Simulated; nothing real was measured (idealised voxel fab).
process module | voxel self aligned contacts
cross-section cut | 265 nm wide | cells 5 nm
A cross-section is a grid of square cells, given in bands from the top down. A band is one or more rows of cells.
Each band's line starts with the height of the band's top and of its bottom, in nm. Then come its materials from left to right, each with its width in nm. One material with "throughout" fills the band from edge to edge. "air" is empty space.
Height 0 is the level under which the wafer as received is all one material. The lowest band goes on downwards, as in "0 down".
A width such as "30 to 40" changes by the same amount from each row of cells to the next, from the band's top row to its bottom row.
"no change" after a step means that no cell of the cross-section changed.
closed voids: empty space of 8 cells or more with no open way to the top, each as width x height at its distance from the left edge, in nm
after a step's settings: what the simulator itself notes on the step
overlay nm, on a step with a mask: how far to the right of its planned place the mask lay; to the left if negative
plan
1 op RECEIVE | material Si
2 op OXIDIZE | depth nm 5
3 op DIRECTIONAL_DEP | material polySi | thk nm 20
4 op DIRECTIONAL_DEP | material SiN | thk nm 15
5 op PATTERN | tone cover | mask id GATE | material resist | width nm 25 | pitch nm 70 | thk nm 20 | overlay nm 0
6 op DIRECTIONAL_ETCH | etch materials SiN | depth nm 15
7 op DIRECTIONAL_ETCH | etch materials polySi | depth nm 20
8 op STRIP | etch materials resist
9 op CONFORMAL_DEP | material SiN | thk nm 5
10 op DIRECTIONAL_ETCH | etch materials SiN | depth nm 5
11 op FILL_DEP | material SiO2 | thk nm 15
12 op CMP | height nm 40
13 op PATTERN | tone open | mask id CONTACT | material resist | width nm 45 | thk nm 15 | overlay nm 0
14 op DIRECTIONAL_ETCH | etch materials SiO2 | depth nm 45
15 op STRIP | etch materials resist
16 op CONFORMAL_DEP | material TiN | thk nm 5
17 op FILL_DEP | material Ru | thk nm 5
18 op CMP | height nm 40
19 op CONFORMAL_DEP | material SiN | thk nm 5
varied across the wafers: width nm of step 5. The plan shows the first wafer's value. All wafers start alike
first wafer as received, after step 1
  0 down: Si throughout
  closed voids: none
first wafer at the end, after step 19
  45 to 40: SiN throughout
  40 to 35: SiO2 110 | TiN 10 | Ru 25 | TiN 10 | SiO2 110
  35 to 20: SiO2 80 | SiN 35 | TiN 5 | Ru 25 | TiN 5 | SiN 35 | SiO2 80
  20 to 0: SiO2 80 | SiN 5 | polySi 25 | SiN 5 | TiN 5 | Ru 25 | TiN 5 | SiN 5 | polySi 25 | SiN 5 | SiO2 80
  0 to -5: SiO2 115 | TiN 35 | SiO2 115
  -5 down: Si throughout
  closed voids: none
last wafer at the end
  45 to 40: SiN throughout
  40 to 35: SiO2 110 | TiN 45 | SiO2 110
  35 to 20: SiO2 70 | SiN 60 | TiN 10 | SiN 60 | SiO2 65
  20 to 0: SiO2 70 | SiN 5 | polySi 50 | SiN 5 | TiN 10 | SiN 5 | polySi 50 | SiN 5 | SiO2 65
  0 to -5: SiO2 130 | TiN 10 | SiO2 125
  -5 down: Si throughout
  closed voids: none
each wafer at the end: cells of each material gained (+) or lost (-) since it was received, then its closed voids
width nm 25 | +40 Ru | -53 Si | +111 SiN | +314 SiO2 | +25 TiN | +40 polySi | closed voids: none
width nm 30 | +32 Ru | -53 Si | +117 SiN | +308 SiO2 | +25 TiN | +48 polySi | closed voids: none
width nm 35 | +24 Ru | -53 Si | +123 SiN | +302 SiO2 | +25 TiN | +56 polySi | closed voids: none
width nm 40 | +16 Ru | -53 Si | +129 SiN | +296 SiO2 | +25 TiN | +64 polySi | closed voids: none
width nm 45 | +8 Ru | -53 Si | +135 SiN | +290 SiO2 | +25 TiN | +72 polySi | closed voids: none
width nm 50 | -53 Si | +141 SiN | +284 SiO2 | +25 TiN | +80 polySi | closed voids: none
